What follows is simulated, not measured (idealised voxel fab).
process module | voxel self aligned vias
Each square cell in cross-section cut measures 5 nm, and the section as a whole is 300 nm wide.
A cross-section is a grid of square cells, given in bands from the top down. A band is one or more rows of cells. Per band: top height and bottom height in nm, followed by the left-to-right materials and their widths in nm; "throughout" marks a single material spanning edge to edge, "air" marks empty space. Convention: height 0 is the level below which the wafer, as received, is all one material. The lowest band does not terminate at the bottom but continues downward, represented as "0..down". A two-number width, for instance "30 to 40", indicates that the width is equal to the first number in the top row of the band and to the second number in the bottom row, and that it changes by a constant amount per row of cells. For the purposes of this document, the phrase "nothing different" attached to a step denotes that no cell within the cross-section was modified by that step. What "Sealed internal voids" gives you is every empty space of 8 cells or more that is cut off from the top. Each appears as width x height at distance, with the distance taken from the left edge and width, height and distance all in nm. Read whatever lies past the settings on a step's line as the simulator's own remark about the step. Steps that use a mask can have "overlay nm" on their line. It says how far the mask sat to the right of where it was meant to be. Negative means to the left.
# List of planned process steps
| 1 | RECEIVE [material Si] |
| 2 | CONFORMAL_DEP [material SiO2] [thk nm 15] |
| 3 | CONFORMAL_DEP [material SiCN] [thk nm 5] |
| 4 | DIRECTIONAL_DEP [material SiO2] [thk nm 25] |
| 5 | PATTERN [tone open] [mask id LINES] [material resist] [width nm 20] [pitch nm 60] [thk nm 15] [overlay nm 0] |
| 6 | DIRECTIONAL_ETCH [etch materials SiO2] [depth nm 25] |
| 7 | STRIP [etch materials resist] |
| 8 | CONFORMAL_DEP [material TiN] [thk nm 5] |
| 9 | FILL_DEP [material W] [thk nm 10] |
| 10 | CMP [height nm 45] |
| 11 | SELECTIVE_ETCH [etch materials W Ru TiN] [depth nm 5] |
| 12 | FILL_DEP [material SiN] [thk nm 5] |
| 13 | CMP [height nm 45] |
| 14 | DIRECTIONAL_DEP [material SiO2] [thk nm 20] |
| 15 | DIRECTIONAL_DEP [material aC] [thk nm 10] |
| 16 | PATTERN [tone open] [mask id VIAS] [material resist] [width nm 40] [pitch nm 60] [thk nm 30] [overlay nm 0] |
| 17 | DIRECTIONAL_ETCH [etch materials aC] [depth nm 10] |
| 18 | STRIP [etch materials resist] |
| 19 | DIRECTIONAL_ETCH [etch materials SiO2] [depth nm 20] |
| 20 | DIRECTIONAL_ETCH [etch materials SiN] [depth nm 5] |
| 21 | STRIP [etch materials aC] |
| 22 | CONFORMAL_DEP [material TiN] [thk nm 5] |
| 23 | FILL_DEP [material Ru] [thk nm 10] |
| 24 | CMP [height nm 65] |
| 25 | CONFORMAL_DEP [material SiN] [thk nm 5] |
# Received-state cross-section, reflecting completion of step 1
	0..down: Si throughout
	Sealed internal voids: none
# As-planned run: cross-section of the first of two wafers at end of module
	70..65: SiN throughout
	65..50: 70 of SiO2, then 5 of TiN, then 30 of Ru, then 5 of TiN, then 20 of SiO2, then 5 of TiN, then 30 of Ru, then 5 of TiN, then 20 of SiO2, then 5 of TiN, then 30 of Ru, then 5 of TiN, then 70 of SiO2
	50..45: 70 of SiO2, then 15 of TiN, then 10 of Ru, then 15 of TiN, then 20 of SiO2, then 15 of TiN, then 10 of Ru, then 15 of TiN, then 20 of SiO2, then 15 of TiN, then 10 of Ru, then 15 of TiN, then 70 of SiO2
	45..40: 80 of SiO2, then 20 of TiN, then 40 of SiO2, then 20 of TiN, then 40 of SiO2, then 20 of TiN, then 80 of SiO2
	40..25: 80 of SiO2, then 5 of TiN, then 10 of W, then 5 of TiN, then 40 of SiO2, then 5 of TiN, then 10 of W, then 5 of TiN, then 40 of SiO2, then 5 of TiN, then 10 of W, then 5 of TiN, then 80 of SiO2
	25..20: 80 of SiO2, then 20 of TiN, then 40 of SiO2, then 20 of TiN, then 40 of SiO2, then 20 of TiN, then 80 of SiO2
	20..15: SiCN throughout
	15..0: SiO2 throughout
	0..down: Si throughout
	Sealed internal voids: none
# Second wafer cross-section at end of module - shared start and plan with the first, one mistake in the run
	70..65: SiN throughout
	65..45: 70 of SiO2, then 5 of TiN, then 30 of Ru, then 5 of TiN, then 20 of SiO2, then 5 of TiN, then 30 of Ru, then 5 of TiN, then 20 of SiO2, then 5 of TiN, then 30 of Ru, then 5 of TiN, then 70 of SiO2
	45..40: 70 of SiN, then 40 of TiN, then 20 of SiN, then 40 of TiN, then 20 of SiN, then 40 of TiN, then 70 of SiN
	40..20: 80 of SiO2, then 5 of TiN, then 10 of W, then 5 of TiN, then 40 of SiO2, then 5 of TiN, then 10 of W, then 5 of TiN, then 40 of SiO2, then 5 of TiN, then 10 of W, then 5 of TiN, then 80 of SiO2
	20..15: 80 of SiO2, then 20 of TiN, then 40 of SiO2, then 20 of TiN, then 40 of SiO2, then 20 of TiN, then 80 of SiO2
	15..0: SiO2 throughout
	0..down: Si throughout
	Sealed internal voids: none
Where did the run depart from the plan? plan step 3: skipped, not run
Final difference in cells, second wafer against first, listed per material as more or fewer: Ru +12; SiCN -60; SiN +36; TiN +6; W +6
